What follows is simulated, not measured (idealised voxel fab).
process module | voxel air gaps
Displayed cross-section: cut, width of 280 nm, square cells sized 5 nm.
Cross-section format: a grid of square cells, given as bands from top to bottom; each band is one or more rows of cells.
Read a band's entry like this: the first values are the height of its top and the height of its bottom in nm, and what follows is the sequence of materials from left to right, each with its width in nm. Note that "blank" is empty space, and that a single material marked "everywhere" reaches across the band from edge to edge.
The level at which height equals 0 is the one under which the wafer, as it arrives, is entirely one material. No lower edge exists for the bottom band, which continues downward and is notated as in "z 0 and below".
When a width is written as two numbers, as in "30 to 40", the first number is the width in the top row of cells of the band and the second is the width in its bottom row, and the width changes by the same amount from each row to the next.
No cell of the cross-section changed in a step that is given as "nothing changed".
In "Closed cavities" the enclosed voids are listed, meaning empty spaces of 8 cells or larger without any opening to the top. The form is width x height at distance, distance from the left edge, units nm.
That trailing text on a step's line, after the settings, is the simulator's own remark on the step.
"overlay nm" denotes, for a step that has a mask, the displacement of the mask to the right of its planned place, with negative values corresponding to the left.

### Listed below are the process steps as planned
1 RECEIVE, material Si
2 CONFORMAL_DEP, material SiO2, thk nm 10
3 CONFORMAL_DEP, material SiCN, thk nm 5
4 DIRECTIONAL_DEP, material lowk, thk nm 40
5 DIRECTIONAL_DEP, material aC, thk nm 15
6 PATTERN, tone open, mask id LINES, material resist, width nm 25, pitch nm 50, thk nm 30, overlay nm 0
7 DIRECTIONAL_ETCH, etch materials aC, depth nm 15
8 STRIP, etch materials resist
9 DIRECTIONAL_ETCH, etch materials lowk, depth nm 40
10 STRIP, etch materials aC
11 CONFORMAL_DEP, material TiN, thk nm 5
12 FILL_DEP, material Ru, thk nm 10
13 CMP, height nm 55
14 EPI, material Ru, thk nm 10
15 SELECTIVE_ETCH, etch materials lowk, depth nm 50
16 CONFORMAL_DEP, material SiCN, thk nm 5

### The cross-section here shows the wafer as received, i.e. in its state after step 1
> z 0 and below  Si everywhere
> Closed cavities: none

### Cross-sectional result after module completion. Note: starting condition and plan are unchanged from above; one processing mistake was made
> z 70 to 65  blank 50, then SiCN 155, then blank 75
> z 65 to 55  blank 50, then SiCN 5, then Ru 45, then SiCN 5, then Ru 45, then SiCN 5, then Ru 45, then SiCN 5, then blank 75
> z 55 to 50  blank 50, then SiCN 15, then TiN 5, then Ru 15, then TiN 5, then SiCN 25, then TiN 5, then Ru 15, then TiN 5, then SiCN 25, then TiN 5, then Ru 15, then TiN 5, then SiCN 15, then blank 75
> z 50 to 20  blank 60, then SiCN 5, then TiN 5, then Ru 15, then TiN 5, then SiCN 5, then blank 15, then SiCN 5, then TiN 5, then Ru 15, then TiN 5, then SiCN 5, then blank 15, then SiCN 5, then TiN 5, then Ru 15, then TiN 5, then SiCN 5, then blank 85
> z 20 to 15  SiCN 65, then TiN 25, then SiCN 25, then TiN 25, then SiCN 25, then TiN 25, then SiCN 90
> z 15 to 10  SiCN everywhere
> z 10 to 0  SiO2 everywhere
> z 0 and below  Si everywhere
> Closed cavities: 15 x 30 at 95; 15 x 30 at 145
What was done differently from what was planned? step 6, actual vs plan mismatch, actual run PATTERN, tone open, mask id LINES, material resist, width nm 25, pitch nm 50, thk nm 30, overlay nm -10
